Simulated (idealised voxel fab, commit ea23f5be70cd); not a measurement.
This is a process module. Its name is voxel self aligned vias.
We display cut, a cross-section 230 nm in width whose square cells are each 5 nm.
Cross-section format: a grid of square cells, given as bands from top to bottom; each band is one or more rows of cells.
Heads up on the band format: heights come first, top then bottom, in nm. After that it's the materials left to right, each with its width in nm. A single material flagged "throughout" fills the whole band edge to edge, and "air" means there's empty space there.
Convention: height 0 is the level below which the wafer, as received, is all one material. The lowest band does not terminate at the bottom but continues downward, represented as "0 and below".
Read "30->40" as a graded width: first number on top, second number at the bottom, same change between each pair of neighbouring rows.
No cell of the cross-section changed in a step that is given as "everything unchanged".
What "Catalogued sealed voids" gives you is every empty space of 8 cells or more that is cut off from the top. Each appears as width x height at distance, with the distance taken from the left edge and width, height and distance all in nm.
Where a step's line continues beyond its settings, the continuation is a remark by the simulator itself on that step.
A step's line can hold "overlay nm"; with a mask on that step, the setting says how far right of the planned place the mask lay, while a negative setting says it lay to the left.

### Process steps (planned)
1) RECEIVE | material Si
2) CONFORMAL_DEP | material SiO2 | thk nm 10
3) CONFORMAL_DEP | material SiCN | thk nm 5
4) DIRECTIONAL_DEP | material SiO2 | thk nm 30
5) DIRECTIONAL_DEP | material aC | thk nm 15
6) PATTERN | tone open | mask id LINES | material resist | width nm 25 | pitch nm 55 | thk nm 30 | overlay nm 0
7) DIRECTIONAL_ETCH | etch materials aC | depth nm 15
8) STRIP | etch materials resist
9) DIRECTIONAL_ETCH | etch materials SiO2 | depth nm 30
10) STRIP | etch materials aC
11) CONFORMAL_DEP | material TiN | thk nm 5
12) FILL_DEP | material W | thk nm 5
13) CMP | height nm 45
14) SELECTIVE_ETCH | etch materials W Ru TiN | depth nm 10
15) FILL_DEP | material SiN | thk nm 5
16) CMP | height nm 45
17) DIRECTIONAL_DEP | material SiO2 | thk nm 15
18) DIRECTIONAL_DEP | material aC | thk nm 10
19) PATTERN | tone open | mask id VIAS | material resist | width nm 35 | pitch nm 55 | thk nm 25 | overlay nm 0
20) DIRECTIONAL_ETCH | etch materials aC | depth nm 10
21) STRIP | etch materials resist
22) DIRECTIONAL_ETCH | etch materials SiO2 | depth nm 15
23) DIRECTIONAL_ETCH | etch materials SiN | depth nm 10
24) STRIP | etch materials aC
25) CONFORMAL_DEP | material TiN | thk nm 5
26) FILL_DEP | material Ru | thk nm 5
27) CMP | height nm 60
28) CONFORMAL_DEP | material SiCN | thk nm 5

### As-received wafer cross-section (after step 1)
    0 and below | Si throughout
    Catalogued sealed voids: none

### Run as planned - first of the two wafers cross-sectioned at the end of the module
    65 down to 60 | SiCN throughout
    60 down to 50 | 40 of SiO2 | 5 of TiN | 25 of Ru | 5 of TiN | 20 of SiO2 | 5 of TiN | 25 of Ru | 5 of TiN | 20 of SiO2 | 5 of TiN | 25 of Ru | 5 of TiN | 45 of SiO2
    50 down to 40 | 40->45 of SiO2 | 10->5 of TiN | 15 of Ru | 10->5 of TiN | 20->30 of SiO2 | 10->5 of TiN | 15 of Ru | 10->5 of TiN | 20->30 of SiO2 | 10->5 of TiN | 15 of Ru | 10->5 of TiN | 45->50 of SiO2
    40 down to 35 | 45 of SiO2 | 25 of TiN | 30 of SiO2 | 25 of TiN | 30 of SiO2 | 25 of TiN | 50 of SiO2
    35 down to 20 | 45 of SiO2 | 5 of TiN | 15 of W | 5 of TiN | 30 of SiO2 | 5 of TiN | 15 of W | 5 of TiN | 30 of SiO2 | 5 of TiN | 15 of W | 5 of TiN | 50 of SiO2
    20 down to 15 | 45 of SiO2 | 25 of TiN | 30 of SiO2 | 25 of TiN | 30 of SiO2 | 25 of TiN | 50 of SiO2
    15 down to 10 | SiCN throughout
    10 down to 0 | SiO2 throughout
    0 and below | Si throughout
    Catalogued sealed voids: none

### Module end: cross-section of wafer two of two. Same start and process plan as the first wafer. One mistake during execution
    65 down to 60 | SiCN throughout
    60 down to 50 | 40 of SiO2 | 5 of TiN | 25 of Ru | 5 of TiN | 20 of SiO2 | 5 of TiN | 25 of Ru | 5 of TiN | 20 of SiO2 | 5 of TiN | 25 of Ru | 5 of TiN | 45 of SiO2
    50 down to 45 | 40 of SiO2 | 35 of TiN | 20 of SiO2 | 35 of TiN | 20 of SiO2 | 35 of TiN | 45 of SiO2
    45 down to 40 | SiCN throughout
    40 down to 0 | SiO2 throughout
    0 and below | Si throughout
    Catalogued sealed voids: none
Want to know what went wrong? steps 3 and 4 traded places in the executed sequence
End of process, cell counts, second wafer against first, materials with more or fewer: 18 fewer of Ru; 90 more of SiO2; 45 fewer of TiN; 27 fewer of W
